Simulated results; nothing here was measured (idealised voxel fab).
Process module in this document: voxel self aligned vias
Cross-section cut: width 250 nm, square cells of 5 nm.
Cross-section format: a grid of square cells, given as bands from top to bottom; each band is one or more rows of cells. Quick guide to a band line: top height, bottom height (nm) up front; then every material left to right with its width in nm. Only one material and it's marked "edge to edge"? Then it fills the band edge to edge. And "empty" just means empty space. Height reference: 0 = level under which incoming wafer is all one material. Lowest band: no bottom, runs on downward, e.g. "top 0, no bottom". Graded width ("30..40"): value in top row of band = first number; value in bottom row = second number; row-to-row change constant. Step note "all unchanged" = no cross-section cell changed. This entry, "Closed-off voids", enumerates those empty regions of no fewer than 8 cells that possess no open connection to the top. Each region is reported in the form width x height at distance, the distance being taken from the left edge, with all three quantities expressed in nm. Formally, on a step line, whatever follows the settings is a remark that the simulator itself makes on the step. The optional step-line setting "overlay nm" applies to steps with a mask and quantifies how far to the right of its planned location the mask lay, a negative value indicating leftward placement. How should the pairs below be read? Each gives the cross-section before one process step and the cross-section after it, the latter drawn only to the lowest band that changed; the step that lies between them, with its settings, appears under the pair. Does a pair pick up where the pair above left off? Only where its entry headed "Pre-process" says so, since pairs can come from different runs of this module on the same starting wafer.

PRE-PROCESS
> top 0, no bottom = Si edge to edge
> Closed-off voids: none

POST-PROCESS SECTION
> top 15, bottom 0 = SiO2 edge to edge
> Below a height of 0, the structure has not been altered.
> Closed-off voids: none
What was done to get from the before section above to the after section? op CONFORMAL_DEP | material SiO2 | thk nm 15

Pre-process: unchanged from the after cross-section in the pair immediately above; refer to that figure.

POST-PROCESS SECTION
> top 20, bottom 15 = SiCN edge to edge
> Below a height of 15, the structure has not been altered.
> Closed-off voids: none
What was done to get from the before section above to the after section? op CONFORMAL_DEP | material SiCN | thk nm 5

Pre-process: unchanged from the after cross-section in the pair immediately above; refer to that figure.

POST-PROCESS SECTION
> top 45, bottom 20 = lowk edge to edge
> Below a height of 20, the structure has not been altered.
> Closed-off voids: none
What was done to get from the before section above to the after section? op DIRECTIONAL_DEP | material lowk | thk nm 25

Pre-process: unchanged from the after cross-section in the pair immediately above; refer to that figure.

POST-PROCESS SECTION
> top 65, bottom 45 = resist: 60; empty: 20; resist: 35; empty: 20; resist: 35; empty: 20; resist: 60
> Below a height of 45, the structure has not been altered.
> Closed-off voids: none
What was done to get from the before section above to the after section? op PATTERN | tone open | mask id LINES | material resist | width nm 20 | pitch nm 55 | thk nm 20 | overlay nm 0

Pre-process: unchanged from the after cross-section in the pair immediately above; refer to that figure.

POST-PROCESS SECTION
> top 65, bottom 45 = resist: 60; empty: 20; resist: 35; empty: 20; resist: 35; empty: 20; resist: 60
> top 45, bottom 20 = lowk: 60; empty: 20; lowk: 35; empty: 20; lowk: 35; empty: 20; lowk: 60
> Below a height of 20, the structure has not been altered.
> Closed-off voids: none
What was done to get from the before section above to the after section? op DIRECTIONAL_ETCH | etch materials lowk | depth nm 25

Pre-process: unchanged from the after cross-section in the pair immediately above; refer to that figure.

POST-PROCESS SECTION
> top 45, bottom 20 = lowk: 60; empty: 20; lowk: 35; empty: 20; lowk: 35; empty: 20; lowk: 60
> Below a height of 20, the structure has not been altered.
> Closed-off voids: none
What was done to get from the before section above to the after section? op STRIP | etch materials resist

Pre-process: unchanged from the after cross-section in the pair immediately above; refer to that figure.

POST-PROCESS SECTION
> top 50, bottom 45 = TiN: 65; empty: 10; TiN: 45; empty: 10; TiN: 45; empty: 10; TiN: 65
> top 45, bottom 25 = lowk: 60; TiN: 5; empty: 10; TiN: 5; lowk: 35; TiN: 5; empty: 10; TiN: 5; lowk: 35; TiN: 5; empty: 10; TiN: 5; lowk: 60
> top 25, bottom 20 = lowk: 60; TiN: 20; lowk: 35; TiN: 20; lowk: 35; TiN: 20; lowk: 60
> Below a height of 20, the structure has not been altered.
> Closed-off voids: none
What was done to get from the before section above to the after section? op CONFORMAL_DEP | material TiN | thk nm 5

Pre-process: unchanged from the after cross-section in the pair immediately above; refer to that figure.

POST-PROCESS SECTION
> top 55, bottom 50 = W edge to edge
> top 50, bottom 45 = TiN: 65; W: 10; TiN: 45; W: 10; TiN: 45; W: 10; TiN: 65
> top 45, bottom 25 = lowk: 60; TiN: 5; W: 10; TiN: 5; lowk: 35; TiN: 5; W: 10; TiN: 5; lowk: 35; TiN: 5; W: 10; TiN: 5; lowk: 60
> Below a height of 25, the structure has not been altered.
> Closed-off voids: none
What was done to get from the before section above to the after section? op FILL_DEP | material W | thk nm 5

Pre-process: unchanged from the after cross-section in the pair immediately above; refer to that figure.

POST-PROCESS SECTION
> top 45, bottom 25 = lowk: 60; TiN: 5; W: 10; TiN: 5; lowk: 35; TiN: 5; W: 10; TiN: 5; lowk: 35; TiN: 5; W: 10; TiN: 5; lowk: 60
> Below a height of 25, the structure has not been altered.
> Closed-off voids: none
What was done to get from the before section above to the after section? op CMP | height nm 45

Pre-process: unchanged from the after cross-section in the pair immediately above; refer to that figure.

POST-PROCESS SECTION
> top 45, bottom 40 = lowk: 60; empty: 20; lowk: 35; empty: 20; lowk: 35; empty: 20; lowk: 60
> Below a height of 40, the structure has not been altered.
> Closed-off voids: none
What was done to get from the before section above to the after section? op SELECTIVE_ETCH | etch materials W Ru TiN | depth nm 5

Pre-process: unchanged from the after cross-section in the pair immediately above; refer to that figure.

POST-PROCESS SECTION
> top 55, bottom 45 = SiN edge to edge
> top 45, bottom 40 = lowk: 60; SiN: 20; lowk: 35; SiN: 20; lowk: 35; SiN: 20; lowk: 60
> Below a height of 40, the structure has not been altered.
> Closed-off voids: none
What was done to get from the before section above to the after section? op FILL_DEP | material SiN | thk nm 10

Pre-process: unchanged from the after cross-section in the pair immediately above; refer to that figure.

POST-PROCESS SECTION
> top 45, bottom 40 = lowk: 60; SiN: 20; lowk: 35; SiN: 20; lowk: 35; SiN: 20; lowk: 60
> Below a height of 40, the structure has not been altered.
> Closed-off voids: none
What was done to get from the before section above to the after section? op CMP | height nm 45

Pre-process: unchanged from the after cross-section in the pair immediately above; refer to that figure.

POST-PROCESS SECTION
> top 65, bottom 45 = lowk edge to edge
> Below a height of 45, the structure has not been altered.
> Closed-off voids: none
What was done to get from the before section above to the after section? op DIRECTIONAL_DEP | material lowk | thk nm 20

Pre-process: unchanged from the after cross-section in the pair immediately above; refer to that figure.

POST-PROCESS SECTION
> top 75, bottom 65 = aC edge to edge
> Below a height of 65, the structure has not been altered.
> Closed-off voids: none
What was done to get from the before section above to the after section? op DIRECTIONAL_DEP | material aC | thk nm 10

Pre-process: unchanged from the after cross-section in the pair immediately above; refer to that figure.

POST-PROCESS SECTION
> top 100, bottom 75 = resist: 50; empty: 40; resist: 15; empty: 40; resist: 15; empty: 40; resist: 50
> Below a height of 75, the structure has not been altered.
> Closed-off voids: none
What was done to get from the before section above to the after section? op PATTERN | tone open | mask id VIAS | material resist | width nm 40 | pitch nm 55 | thk nm 25 | overlay nm 0

Pre-process: unchanged from the after cross-section in the pair immediately above; refer to that figure.

POST-PROCESS SECTION
> top 90, bottom 75 = resist: 50; empty: 40; resist: 15; empty: 40; resist: 15; empty: 40; resist: 50
> top 75, bottom 65 = aC: 50; empty: 40; aC: 15; empty: 40; aC: 15; empty: 40; aC: 50
> Below a height of 65, the structure has not been altered.
> Closed-off voids: none
What was done to get from the before section above to the after section? op DIRECTIONAL_ETCH | etch materials aC | depth nm 10

Pre-process: unchanged from the after cross-section in the pair immediately above; refer to that figure.

POST-PROCESS SECTION
> top 75, bottom 65 = aC: 50; empty: 40; aC: 15; empty: 40; aC: 15; empty: 40; aC: 50
> Below a height of 65, the structure has not been altered.
> Closed-off voids: none
What was done to get from the before section above to the after section? op STRIP | etch materials resist

Pre-process: unchanged from the after cross-section in the pair immediately above; refer to that figure.

POST-PROCESS SECTION
> top 75, bottom 65 = aC: 50; empty: 40; aC: 15; empty: 40; aC: 15; empty: 40; aC: 50
> top 65, bottom 45 = lowk: 50; empty: 40; lowk: 15; empty: 40; lowk: 15; empty: 40; lowk: 50
> Below a height of 45, the structure has not been altered.
> Closed-off voids: none
What was done to get from the before section above to the after section? op DIRECTIONAL_ETCH | etch materials lowk | depth nm 20

Pre-process: unchanged from the after cross-section in the pair immediately above; refer to that figure.

POST-PROCESS SECTION
> top 75, bottom 65 = aC: 50; empty: 40; aC: 15; empty: 40; aC: 15; empty: 40; aC: 50
> top 65, bottom 45 = lowk: 50; empty: 40; lowk: 15; empty: 40; lowk: 15; empty: 40; lowk: 50
> top 45, bottom 40 = lowk: 60; empty: 20; lowk: 35; empty: 20; lowk: 35; empty: 20; lowk: 60
> Below a height of 40, the structure has not been altered.
> Closed-off voids: none
What was done to get from the before section above to the after section? op DIRECTIONAL_ETCH | etch materials SiN | depth nm 5

Pre-process: unchanged from the after cross-section in the pair immediately above; refer to that figure.

POST-PROCESS SECTION
> top 65, bottom 45 = lowk: 50; empty: 40; lowk: 15; empty: 40; lowk: 15; empty: 40; lowk: 50
> Below a height of 45, the structure has not been altered.
> Closed-off voids: none
What was done to get from the before section above to the after section? op STRIP | etch materials aC

Pre-process: unchanged from the after cross-section in the pair immediately above; refer to that figure.

POST-PROCESS SECTION
> top 70, bottom 65 = TiN: 55; empty: 30; TiN: 25; empty: 30; TiN: 25; empty: 30; TiN: 55
> top 65, bottom 50 = lowk: 50; TiN: 5; empty: 30; TiN: 5; lowk: 15; TiN: 5; empty: 30; TiN: 5; lowk: 15; TiN: 5; empty: 30; TiN: 5; lowk: 50
> top 50, bottom 45 = lowk: 50; TiN: 15; empty: 10; TiN: 15; lowk: 15; TiN: 15; empty: 10; TiN: 15; lowk: 15; TiN: 15; empty: 10; TiN: 15; lowk: 50
> top 45, bottom 40 = lowk: 60; TiN: 20; lowk: 35; TiN: 20; lowk: 35; TiN: 20; lowk: 60
> Below a height of 40, the structure has not been altered.
> Closed-off voids: none
What was done to get from the before section above to the after section? op CONFORMAL_DEP | material TiN | thk nm 5

Pre-process: unchanged from the after cross-section in the pair immediately above; refer to that figure.

POST-PROCESS SECTION
> top 80, bottom 70 = Ru edge to edge
> top 70, bottom 65 = TiN: 55; Ru: 30; TiN: 25; Ru: 30; TiN: 25; Ru: 30; TiN: 55
> top 65, bottom 50 = lowk: 50; TiN: 5; Ru: 30; TiN: 5; lowk: 15; TiN: 5; Ru: 30; TiN: 5; lowk: 15; TiN: 5; Ru: 30; TiN: 5; lowk: 50
> top 50, bottom 45 = lowk: 50; TiN: 15; Ru: 10; TiN: 15; lowk: 15; TiN: 15; Ru: 10; TiN: 15; lowk: 15; TiN: 15; Ru: 10; TiN: 15; lowk: 50
> Below a height of 45, the structure has not been altered.
> Closed-off voids: none
What was done to get from the before section above to the after section? op FILL_DEP | material Ru | thk nm 10

Pre-process: unchanged from the after cross-section in the pair immediately above; refer to that figure.

POST-PROCESS SECTION
> top 65, bottom 50 = lowk: 50; TiN: 5; Ru: 30; TiN: 5; lowk: 15; TiN: 5; Ru: 30; TiN: 5; lowk: 15; TiN: 5; Ru: 30; TiN: 5; lowk: 50
> Below a height of 50, the structure has not been altered.
> Closed-off voids: none
What was done to get from the before section above to the after section? op CMP | height nm 65

Pre-process: unchanged from the after cross-section in the pair immediately above; refer to that figure.

POST-PROCESS SECTION
> top 70, bottom 65 = SiCN edge to edge
> Below a height of 65, the structure has not been altered.
> Closed-off voids: none
What was done to get from the before section above to the after section? op CONFORMAL_DEP | material SiCN | thk nm 5

PRE-PROCESS
> top 80, bottom 70 = Ru edge to edge
> top 70, bottom 65 = TiN: 55; Ru: 30; TiN: 25; Ru: 30; TiN: 25; Ru: 30; TiN: 55
> top 65, bottom 50 = lowk: 50; TiN: 5; Ru: 30; TiN: 5; lowk: 15; TiN: 5; Ru: 30; TiN: 5; lowk: 15; TiN: 5; Ru: 30; TiN: 5; lowk: 50
> top 50, bottom 45 = lowk: 50; TiN: 15; Ru: 10; TiN: 15; lowk: 15; TiN: 15; Ru: 10; TiN: 15; lowk: 15; TiN: 15; Ru: 10; TiN: 15; lowk: 50
> top 45, bottom 40 = lowk: 60; TiN: 20; lowk: 35; TiN: 20; lowk: 35; TiN: 20; lowk: 60
> top 40, bottom 25 = lowk: 60; TiN: 5; W: 10; TiN: 5; lowk: 35; TiN: 5; W: 10; TiN: 5; lowk: 35; TiN: 5; W: 10; TiN: 5; lowk: 60
> top 25, bottom 20 = lowk: 60; TiN: 20; lowk: 35; TiN: 20; lowk: 35; TiN: 20; lowk: 60
> top 20, bottom 15 = SiCN edge to edge
> top 15, bottom 0 = SiO2 edge to edge
> top 0, no bottom = Si edge to edge
> Closed-off voids: none

POST-PROCESS SECTION
> top 85, bottom 80 = SiCN edge to edge
> Below a height of 80, the structure has not been altered.
> Closed-off voids: none
What was done to get from the before section above to the after section? op CONFORMAL_DEP | material SiCN | thk nm 5

PRE-PROCESS
> top 15, bottom 0 = SiO2 edge to edge
> top 0, no bottom = Si edge to edge
> Closed-off voids: none

POST-PROCESS SECTION
> top 30, bottom 0 = SiO2 edge to edge
> Below a height of 0, the structure has not been altered.
> Closed-off voids: none
What was done to get from the before section above to the after section? op CONFORMAL_DEP | material SiO2 | thk nm 15

Pre-process: unchanged from the after cross-section in the pair immediately above; refer to that figure.

POST-PROCESS SECTION
> top 35, bottom 30 = SiCN edge to edge
> Below a height of 30, the structure has not been altered.
> Closed-off voids: none
What was done to get from the before section above to the after section? op CONFORMAL_DEP | material SiCN | thk nm 5

Pre-process: unchanged from the after cross-section in the pair immediately above; refer to that figure.

POST-PROCESS SECTION
> top 60, bottom 35 = lowk edge to edge
> Below a height of 35, the structure has not been altered.
> Closed-off voids: none
What was done to get from the before section above to the after section? op DIRECTIONAL_DEP | material lowk | thk nm 25

Pre-process: unchanged from the after cross-section in the pair immediately above; refer to that figure.

POST-PROCESS SECTION
> top 80, bottom 60 = resist: 60; empty: 20; resist: 35; empty: 20; resist: 35; empty: 20; resist: 60
> Below a height of 60, the structure has not been altered.
> Closed-off voids: none
What was done to get from the before section above to the after section? op PATTERN | tone open | mask id LINES | material resist | width nm 20 | pitch nm 55 | thk nm 20 | overlay nm 0

Pre-process: unchanged from the after cross-section in the pair immediately above; refer to that figure.

POST-PROCESS SECTION
> top 80, bottom 60 = resist: 60; empty: 20; resist: 35; empty: 20; resist: 35; empty: 20; resist: 60
> top 60, bottom 35 = lowk: 60; empty: 20; lowk: 35; empty: 20; lowk: 35; empty: 20; lowk: 60
> Below a height of 35, the structure has not been altered.
> Closed-off voids: none
What was done to get from the before section above to the after section? op DIRECTIONAL_ETCH | etch materials lowk | depth nm 25

Pre-process: unchanged from the after cross-section in the pair immediately above; refer to that figure.

POST-PROCESS SECTION
> top 60, bottom 35 = lowk: 60; empty: 20; lowk: 35; empty: 20; lowk: 35; empty: 20; lowk: 60
> Below a height of 35, the structure has not been altered.
> Closed-off voids: none
What was done to get from the before section above to the after section? op STRIP | etch materials resist

Pre-process: unchanged from the after cross-section in the pair immediately above; refer to that figure.

POST-PROCESS SECTION
> top 65, bottom 60 = TiN: 65; empty: 10; TiN: 45; empty: 10; TiN: 45; empty: 10; TiN: 65
> top 60, bottom 40 = lowk: 60; TiN: 5; empty: 10; TiN: 5; lowk: 35; TiN: 5; empty: 10; TiN: 5; lowk: 35; TiN: 5; empty: 10; TiN: 5; lowk: 60
> top 40, bottom 35 = lowk: 60; TiN: 20; lowk: 35; TiN: 20; lowk: 35; TiN: 20; lowk: 60
> Below a height of 35, the structure has not been altered.
> Closed-off voids: none
What was done to get from the before section above to the after section? op CONFORMAL_DEP | material TiN | thk nm 5

Pre-process: unchanged from the after cross-section in the pair immediately above; refer to that figure.

POST-PROCESS SECTION
> top 70, bottom 65 = W edge to edge
> top 65, bottom 60 = TiN: 65; W: 10; TiN: 45; W: 10; TiN: 45; W: 10; TiN: 65
> top 60, bottom 40 = lowk: 60; TiN: 5; W: 10; TiN: 5; lowk: 35; TiN: 5; W: 10; TiN: 5; lowk: 35; TiN: 5; W: 10; TiN: 5; lowk: 60
> Below a height of 40, the structure has not been altered.
> Closed-off voids: none
What was done to get from the before section above to the after section? op FILL_DEP | material W | thk nm 5

Pre-process: unchanged from the after cross-section in the pair immediately above; refer to that figure.

POST-PROCESS SECTION
> top 45, bottom 40 = lowk: 60; TiN: 5; W: 10; TiN: 5; lowk: 35; TiN: 5; W: 10; TiN: 5; lowk: 35; TiN: 5; W: 10; TiN: 5; lowk: 60
> Below a height of 40, the structure has not been altered.
> Closed-off voids: none
What was done to get from the before section above to the after section? op CMP | height nm 45

Pre-process: unchanged from the after cross-section in the pair immediately above; refer to that figure.

POST-PROCESS SECTION
> top 45, bottom 40 = lowk: 60; empty: 20; lowk: 35; empty: 20; lowk: 35; empty: 20; lowk: 60
> Below a height of 40, the structure has not been altered.
> Closed-off voids: none
What was done to get from the before section above to the after section? op SELECTIVE_ETCH | etch materials W Ru TiN | depth nm 5

Pre-process: unchanged from the after cross-section in the pair immediately above; refer to that figure.

POST-PROCESS SECTION
> top 55, bottom 45 = SiN edge to edge
> top 45, bottom 40 = lowk: 60; SiN: 20; lowk: 35; SiN: 20; lowk: 35; SiN: 20; lowk: 60
> Below a height of 40, the structure has not been altered.
> Closed-off voids: none
What was done to get from the before section above to the after section? op FILL_DEP | material SiN | thk nm 10

Pre-process: unchanged from the after cross-section in the pair immediately above; refer to that figure.

POST-PROCESS SECTION
> top 45, bottom 40 = lowk: 60; SiN: 20; lowk: 35; SiN: 20; lowk: 35; SiN: 20; lowk: 60
> Below a height of 40, the structure has not been altered.
> Closed-off voids: none
What was done to get from the before section above to the after section? op CMP | height nm 45

Pre-process: unchanged from the after cross-section in the pair immediately above; refer to that figure.

POST-PROCESS SECTION
> top 65, bottom 45 = lowk edge to edge
> Below a height of 45, the structure has not been altered.
> Closed-off voids: none
What was done to get from the before section above to the after section? op DIRECTIONAL_DEP | material lowk | thk nm 20

Pre-process: unchanged from the after cross-section in the pair immediately above; refer to that figure.

POST-PROCESS SECTION
> top 75, bottom 65 = aC edge to edge
> Below a height of 65, the structure has not been altered.
> Closed-off voids: none
What was done to get from the before section above to the after section? op DIRECTIONAL_DEP | material aC | thk nm 10

Pre-process: unchanged from the after cross-section in the pair immediately above; refer to that figure.

POST-PROCESS SECTION
> top 100, bottom 75 = resist: 50; empty: 40; resist: 15; empty: 40; resist: 15; empty: 40; resist: 50
> Below a height of 75, the structure has not been altered.
> Closed-off voids: none
What was done to get from the before section above to the after section? op PATTERN | tone open | mask id VIAS | material resist | width nm 40 | pitch nm 55 | thk nm 25 | overlay nm 0

Pre-process: unchanged from the after cross-section in the pair immediately above; refer to that figure.

POST-PROCESS SECTION
> top 90, bottom 75 = resist: 50; empty: 40; resist: 15; empty: 40; resist: 15; empty: 40; resist: 50
> top 75, bottom 65 = aC: 50; empty: 40; aC: 15; empty: 40; aC: 15; empty: 40; aC: 50
> Below a height of 65, the structure has not been altered.
> Closed-off voids: none
What was done to get from the before section above to the after section? op DIRECTIONAL_ETCH | etch materials aC | depth nm 10

Pre-process: unchanged from the after cross-section in the pair immediately above; refer to that figure.

POST-PROCESS SECTION
> top 75, bottom 65 = aC: 50; empty: 40; aC: 15; empty: 40; aC: 15; empty: 40; aC: 50
> Below a height of 65, the structure has not been altered.
> Closed-off voids: none
What was done to get from the before section above to the after section? op STRIP | etch materials resist

Pre-process: unchanged from the after cross-section in the pair immediately above; refer to that figure.

POST-PROCESS SECTION
> top 75, bottom 65 = aC: 50; empty: 40; aC: 15; empty: 40; aC: 15; empty: 40; aC: 50
> top 65, bottom 45 = lowk: 50; empty: 40; lowk: 15; empty: 40; lowk: 15; empty: 40; lowk: 50
> Below a height of 45, the structure has not been altered.
> Closed-off voids: none
What was done to get from the before section above to the after section? op DIRECTIONAL_ETCH | etch materials lowk | depth nm 20

Pre-process: unchanged from the after cross-section in the pair immediately above; refer to that figure.

POST-PROCESS SECTION
> top 75, bottom 65 = aC: 50; empty: 40; aC: 15; empty: 40; aC: 15; empty: 40; aC: 50
> top 65, bottom 45 = lowk: 50; empty: 40; lowk: 15; empty: 40; lowk: 15; empty: 40; lowk: 50
> top 45, bottom 40 = lowk: 60; empty: 20; lowk: 35; empty: 20; lowk: 35; empty: 20; lowk: 60
> Below a height of 40, the structure has not been altered.
> Closed-off voids: none
What was done to get from the before section above to the after section? op DIRECTIONAL_ETCH | etch materials SiN | depth nm 5

Pre-process: unchanged from the after cross-section in the pair immediately above; refer to that figure.

POST-PROCESS SECTION
> top 65, bottom 45 = lowk: 50; empty: 40; lowk: 15; empty: 40; lowk: 15; empty: 40; lowk: 50
> Below a height of 45, the structure has not been altered.
> Closed-off voids: none
What was done to get from the before section above to the after section? op STRIP | etch materials aC

Pre-process: unchanged from the after cross-section in the pair immediately above; refer to that figure.

POST-PROCESS SECTION
> top 70, bottom 65 = TiN: 55; empty: 30; TiN: 25; empty: 30; TiN: 25; empty: 30; TiN: 55
> top 65, bottom 50 = lowk: 50; TiN: 5; empty: 30; TiN: 5; lowk: 15; TiN: 5; empty: 30; TiN: 5; lowk: 15; TiN: 5; empty: 30; TiN: 5; lowk: 50
> top 50, bottom 45 = lowk: 50; TiN: 15; empty: 10; TiN: 15; lowk: 15; TiN: 15; empty: 10; TiN: 15; lowk: 15; TiN: 15; empty: 10; TiN: 15; lowk: 50
> top 45, bottom 35 = lowk: 60; TiN: 20; lowk: 35; TiN: 20; lowk: 35; TiN: 20; lowk: 60
> Below a height of 35, the structure has not been altered.
> Closed-off voids: none
What was done to get from the before section above to the after section? op CONFORMAL_DEP | material TiN | thk nm 5

Pre-process: unchanged from the after cross-section in the pair immediately above; refer to that figure.

POST-PROCESS SECTION
> top 80, bottom 70 = Ru edge to edge
> top 70, bottom 65 = TiN: 55; Ru: 30; TiN: 25; Ru: 30; TiN: 25; Ru: 30; TiN: 55
> top 65, bottom 50 = lowk: 50; TiN: 5; Ru: 30; TiN: 5; lowk: 15; TiN: 5; Ru: 30; TiN: 5; lowk: 15; TiN: 5; Ru: 30; TiN: 5; lowk: 50
> top 50, bottom 45 = lowk: 50; TiN: 15; Ru: 10; TiN: 15; lowk: 15; TiN: 15; Ru: 10; TiN: 15; lowk: 15; TiN: 15; Ru: 10; TiN: 15; lowk: 50
> Below a height of 45, the structure has not been altered.
> Closed-off voids: none
What was done to get from the before section above to the after section? op FILL_DEP | material Ru | thk nm 10

Pre-process: unchanged from the after cross-section in the pair immediately above; refer to that figure.

POST-PROCESS SECTION
> top 65, bottom 50 = lowk: 50; TiN: 5; Ru: 30; TiN: 5; lowk: 15; TiN: 5; Ru: 30; TiN: 5; lowk: 15; TiN: 5; Ru: 30; TiN: 5; lowk: 50
> Below a height of 50, the structure has not been altered.
> Closed-off voids: none
What was done to get from the before section above to the after section? op CMP | height nm 65

Pre-process: unchanged from the after cross-section in the pair immediately above; refer to that figure.

POST-PROCESS SECTION
> top 70, bottom 65 = SiCN edge to edge
> Below a height of 65, the structure has not been altered.
> Closed-off voids: none
What was done to get from the before section above to the after section? op CONFORMAL_DEP | material SiCN | thk nm 5

PRE-PROCESS
> top 15, bottom 0 = SiO2 edge to edge
> top 0, no bottom = Si edge to edge
> Closed-off voids: none

POST-PROCESS SECTION
> top 40, bottom 15 = lowk edge to edge
> Below a height of 15, the structure has not been altered.
> Closed-off voids: none
What was done to get from the before section above to the after section? op DIRECTIONAL_DEP | material lowk | thk nm 25

Pre-process: unchanged from the after cross-section in the pair immediately above; refer to that figure.

POST-PROCESS SECTION
> top 45, bottom 40 = SiCN edge to edge
> Below a height of 40, the structure has not been altered.
> Closed-off voids: none
What was done to get from the before section above to the after section? op CONFORMAL_DEP | material SiCN | thk nm 5

Pre-process: unchanged from the after cross-section in the pair immediately above; refer to that figure.

POST-PROCESS SECTION
> top 65, bottom 45 = resist: 60; empty: 20; resist: 35; empty: 20; resist: 35; empty: 20; resist: 60
> Below a height of 45, the structure has not been altered.
> Closed-off voids: none
What was done to get from the before section above to the after section? op PATTERN | tone open | mask id LINES | material resist | width nm 20 | pitch nm 55 | thk nm 20 | overlay nm 0

Pre-process: unchanged from the after cross-section in the pair immediately above; refer to that figure.

POST-PROCESS SECTION
> top 45, bottom 40 = SiCN edge to edge
> Below a height of 40, the structure has not been altered.
> Closed-off voids: none
What was done to get from the before section above to the after section? op STRIP | etch materials resist

Pre-process: unchanged from the after cross-section in the pair immediately above; refer to that figure.

POST-PROCESS SECTION
> top 50, bottom 45 = TiN edge to edge
> Below a height of 45, the structure has not been altered.
> Closed-off voids: none
What was done to get from the before section above to the after section? op CONFORMAL_DEP | material TiN | thk nm 5

Pre-process: unchanged from the after cross-section in the pair immediately above; refer to that figure.

POST-PROCESS SECTION
> top 55, bottom 50 = W edge to edge
> Below a height of 50, the structure has not been altered.
> Closed-off voids: none
What was done to get from the before section above to the after section? op FILL_DEP | material W | thk nm 5

Pre-process: unchanged from the after cross-section in the pair immediately above; refer to that figure.

POST-PROCESS SECTION
> top 45, bottom 40 = SiCN edge to edge
> Below a height of 40, the structure has not been altered.
> Closed-off voids: none
What was done to get from the before section above to the after section? op CMP | height nm 45

Pre-process: unchanged from the after cross-section in the pair immediately above; refer to that figure.

POST-PROCESS SECTION
> top 55, bottom 45 = SiN edge to edge
> Below a height of 45, the structure has not been altered.
> Closed-off voids: none
What was done to get from the before section above to the after section? op FILL_DEP | material SiN | thk nm 10

Pre-process: unchanged from the after cross-section in the pair immediately above; refer to that figure.

POST-PROCESS SECTION
> top 45, bottom 40 = SiCN edge to edge
> Below a height of 40, the structure has not been altered.
> Closed-off voids: none
What was done to get from the before section above to the after section? op CMP | height nm 45

Pre-process: unchanged from the after cross-section in the pair immediately above; refer to that figure.

POST-PROCESS SECTION
> top 65, bottom 45 = lowk edge to edge
> Below a height of 45, the structure has not been altered.
> Closed-off voids: none
What was done to get from the before section above to the after section? op DIRECTIONAL_DEP | material lowk | thk nm 20

Pre-process: unchanged from the after cross-section in the pair immediately above; refer to that figure.

POST-PROCESS SECTION
> top 75, bottom 65 = aC edge to edge
> Below a height of 65, the structure has not been altered.
> Closed-off voids: none
What was done to get from the before section above to the after section? op DIRECTIONAL_DEP | material aC | thk nm 10

Pre-process: unchanged from the after cross-section in the pair immediately above; refer to that figure.

POST-PROCESS SECTION
> top 100, bottom 75 = resist: 50; empty: 40; resist: 15; empty: 40; resist: 15; empty: 40; resist: 50
> Below a height of 75, the structure has not been altered.
> Closed-off voids: none
What was done to get from the before section above to the after section? op PATTERN | tone open | mask id VIAS | material resist | width nm 40 | pitch nm 55 | thk nm 25 | overlay nm 0

Pre-process: unchanged from the after cross-section in the pair immediately above; refer to that figure.

POST-PROCESS SECTION
> top 90, bottom 75 = resist: 50; empty: 40; resist: 15; empty: 40; resist: 15; empty: 40; resist: 50
> top 75, bottom 65 = aC: 50; empty: 40; aC: 15; empty: 40; aC: 15; empty: 40; aC: 50
> Below a height of 65, the structure has not been altered.
> Closed-off voids: none
What was done to get from the before section above to the after section? op DIRECTIONAL_ETCH | etch materials aC | depth nm 10

Pre-process: unchanged from the after cross-section in the pair immediately above; refer to that figure.

POST-PROCESS SECTION
> top 75, bottom 65 = aC: 50; empty: 40; aC: 15; empty: 40; aC: 15; empty: 40; aC: 50
> Below a height of 65, the structure has not been altered.
> Closed-off voids: none
What was done to get from the before section above to the after section? op STRIP | etch materials resist

Pre-process: unchanged from the after cross-section in the pair immediately above; refer to that figure.

POST-PROCESS SECTION
> top 75, bottom 65 = aC: 50; empty: 40; aC: 15; empty: 40; aC: 15; empty: 40; aC: 50
> top 65, bottom 45 = lowk: 50; empty: 40; lowk: 15; empty: 40; lowk: 15; empty: 40; lowk: 50
> Below a height of 45, the structure has not been altered.
> Closed-off voids: none
What was done to get from the before section above to the after section? op DIRECTIONAL_ETCH | etch materials lowk | depth nm 20

Pre-process: unchanged from the after cross-section in the pair immediately above; refer to that figure.

POST-PROCESS SECTION
> top 65, bottom 45 = lowk: 50; empty: 40; lowk: 15; empty: 40; lowk: 15; empty: 40; lowk: 50
> Below a height of 45, the structure has not been altered.
> Closed-off voids: none
What was done to get from the before section above to the after section? op STRIP | etch materials aC

Pre-process: unchanged from the after cross-section in the pair immediately above; refer to that figure.

POST-PROCESS SECTION
> top 70, bottom 65 = TiN: 55; empty: 30; TiN: 25; empty: 30; TiN: 25; empty: 30; TiN: 55
> top 65, bottom 50 = lowk: 50; TiN: 5; empty: 30; TiN: 5; lowk: 15; TiN: 5; empty: 30; TiN: 5; lowk: 15; TiN: 5; empty: 30; TiN: 5; lowk: 50
> top 50, bottom 45 = lowk: 50; TiN: 40; lowk: 15; TiN: 40; lowk: 15; TiN: 40; lowk: 50
> Below a height of 45, the structure has not been altered.
> Closed-off voids: none
What was done to get from the before section above to the after section? op CONFORMAL_DEP | material TiN | thk nm 5

Pre-process: unchanged from the after cross-section in the pair immediately above; refer to that figure.

POST-PROCESS SECTION
> top 80, bottom 70 = Ru edge to edge
> top 70, bottom 65 = TiN: 55; Ru: 30; TiN: 25; Ru: 30; TiN: 25; Ru: 30; TiN: 55
> top 65, bottom 50 = lowk: 50; TiN: 5; Ru: 30; TiN: 5; lowk: 15; TiN: 5; Ru: 30; TiN: 5; lowk: 15; TiN: 5; Ru: 30; TiN: 5; lowk: 50
> Below a height of 50, the structure has not been altered.
> Closed-off voids: none
What was done to get from the before section above to the after section? op FILL_DEP | material Ru | thk nm 10

Pre-process: unchanged from the after cross-section in the pair immediately above; refer to that figure.

POST-PROCESS SECTION
> top 65, bottom 50 = lowk: 50; TiN: 5; Ru: 30; TiN: 5; lowk: 15; TiN: 5; Ru: 30; TiN: 5; lowk: 15; TiN: 5; Ru: 30; TiN: 5; lowk: 50
> Below a height of 50, the structure has not been altered.
> Closed-off voids: none
What was done to get from the before section above to the after section? op CMP | height nm 65

Pre-process: unchanged from the after cross-section in the pair immediately above; refer to that figure.

POST-PROCESS SECTION
> top 70, bottom 65 = SiCN edge to edge
> Below a height of 65, the structure has not been altered.
> Closed-off voids: none
What was done to get from the before section above to the after section? op CONFORMAL_DEP | material SiCN | thk nm 5
